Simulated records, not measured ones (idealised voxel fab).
Title: Process Module voxel double patterning
Cross-sectional view cut (width: 225 nm; square cell size: 5 nm).
When this document writes out a cross-section, it uses a grid of square cells and lists it as bands, beginning at the top and moving down, with a band standing for one or more rows of cells. Band: top height; bottom height; in nm. Then, left to right: material with width in nm, for each material. "edge to edge": a single material spanning edge to edge. "air": empty space. Height is counted from the level 0, under which the received wafer is composed throughout of one material. The lowest of the bands is not closed at the bottom but continues downward, in the notation "top 0, no bottom". Width spec "30 to 40" -> top row of cells at first value, bottom row at second value, equal per-row change in between. Step marked "all unchanged"? Then no cell in the cross-section changed in it. So "Closed void inventory" is basically the list of trapped voids: any empty space of 8 cells or more that can't reach the top through an opening. They're written width x height at distance, the distance being from the left edge, and it's all nm. Note: text after step settings on the step line = simulator remark on that step. Each step line may optionally specify "overlay nm", which for a step with a mask gives the rightward distance between the mask's planned place and where it lay, a negative value indicating the leftward direction.

Process steps (planned):
| 1 | RECEIVE: material Si |
| 2 | CONFORMAL_DEP: material SiO2, thk nm 5 |
| 3 | DIRECTIONAL_DEP: material W, thk nm 20 |
| 4 | DIRECTIONAL_DEP: material SiCN, thk nm 10 |
| 5 | DIRECTIONAL_DEP: material aC, thk nm 15 |
| 6 | PATTERN: tone open, mask id FIRST, material resist, width nm 15, pitch nm 50, thk nm 35, overlay nm 0 |
| 7 | DIRECTIONAL_ETCH: etch materials aC, depth nm 15 |
| 8 | STRIP: etch materials resist |
| 9 | DIRECTIONAL_ETCH: etch materials SiCN, depth nm 10 |
| 10 | STRIP: etch materials aC |
| 11 | DIRECTIONAL_DEP: material aC, thk nm 10 |
| 12 | PATTERN: tone open, mask id SECOND, material resist, width nm 15, thk nm 25, overlay nm 0 |
| 13 | DIRECTIONAL_ETCH: etch materials aC, depth nm 10 |
| 14 | STRIP: etch materials resist |
| 15 | DIRECTIONAL_ETCH: etch materials SiCN, depth nm 10 |
| 16 | STRIP: etch materials aC |
| 17 | DIRECTIONAL_ETCH: etch materials W, depth nm 20 |
| 18 | STRIP: etch materials SiCN |

As received (post step 1): cross-section:
	top 0, no bottom: Si edge to edge
	Closed void inventory: none

One mistake in running the module, otherwise start and plan as above: cross-section at the end:
	top 20, bottom 0: 80 W  15 air  10 W  15 air  10 W  15 air  80 W
	top 0, no bottom: Si edge to edge
	Closed void inventory: none
Deviation from plan: step 2 of the plan was jumped over and never run
